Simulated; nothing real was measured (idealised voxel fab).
The process module presented herein is designated voxel released beams.
The cross-section shown here is cut; it is 220 nm wide and divided into square cells measuring 5 nm on a side.
Bands, listed from the top down, are how a cross-section gets written in this document; the cross-section itself is a grid of square cells, and a band is one or more rows of them. This entry defines a band. It first specifies the height of the band's top and the height of its bottom in nm, and then specifies the band's materials from left to right, stating each material with its width in nm. The word "full width" identifies a single material that fills the band from edge to edge, while the word "blank" identifies empty space. Height 0 is the level under which the wafer as received is all one material. The lowest band goes on downwards, as in "0 -> down". Top row gets the first number, bottom row gets the second, and each row in between changes by the same step: that is how a band width like "30 to 40" works. It should be understood that the words "same as before", when stated for a given step, signify that the cross-section underwent no change in any of its cells during that step. What "Sealed cavities" gives you is every empty space of 8 cells or more that is cut off from the top. Each appears as width x height at distance, with the distance taken from the left edge and width, height and distance all in nm. Heads up: the bit after the settings on a step's line is the simulator's remark on that step. overlay nm: how far to the right of its planned place the mask lay on this masked step (negative: to the left).
## The following list gives the planned process steps
1 RECEIVE,material Si
2 CONFORMAL_DEP,material SiN,thk nm 10
3 DIRECTIONAL_DEP,material SiO2,thk nm 10
4 MASKED_ETCH,tone open,mask id ANCHOR,width nm 35,etch materials SiO2,depth nm 10,overlay nm 0
5 CONFORMAL_DEP,material W,thk nm 10
6 DIRECTIONAL_DEP,material aC,thk nm 15
7 PATTERN,tone cover,mask id BEAM,material resist,width nm 110,thk nm 30,overlay nm 0
8 DIRECTIONAL_ETCH,etch materials aC,depth nm 15
9 STRIP,etch materials resist
10 DIRECTIONAL_ETCH,etch materials W,depth nm 10
11 STRIP,etch materials aC
12 STRIP,etch materials SiO2
## Cross-sectional view of the wafer in its as-received condition, corresponding to the state after step 1
> 0 -> down: Si full width
> Sealed cavities: none
## The first of the two wafers as seen in cross-section once the module was finished; processing followed the plan
> 30 -> 20: 50 blank, then 15 W, then 15 blank, then 80 W, then 60 blank
> 20 -> 10: 55 blank, then 35 W, then 130 blank
> 10 -> 0: SiN full width
> 0 -> down: Si full width
> Sealed cavities: none
## Module end: cross-section of wafer two of two. Same start and process plan as the first wafer. One mistake during execution
> 30 -> 20: 50 blank, then 10 W, then 15 blank, then 85 W, then 60 blank
> 20 -> 10: 50 blank, then 35 W, then 135 blank
> 10 -> 0: SiN full width
> 0 -> down: Si full width
> Sealed cavities: none
What was the processing mistake? rather than as planned, step 4 actually ran as MASKED_ETCH,tone open,mask id ANCHOR,width nm 35,etch materials SiO2,depth nm 10,overlay nm -5
At the close, every material occupies the same number of cells on the second wafer as on the first, only in different positions.
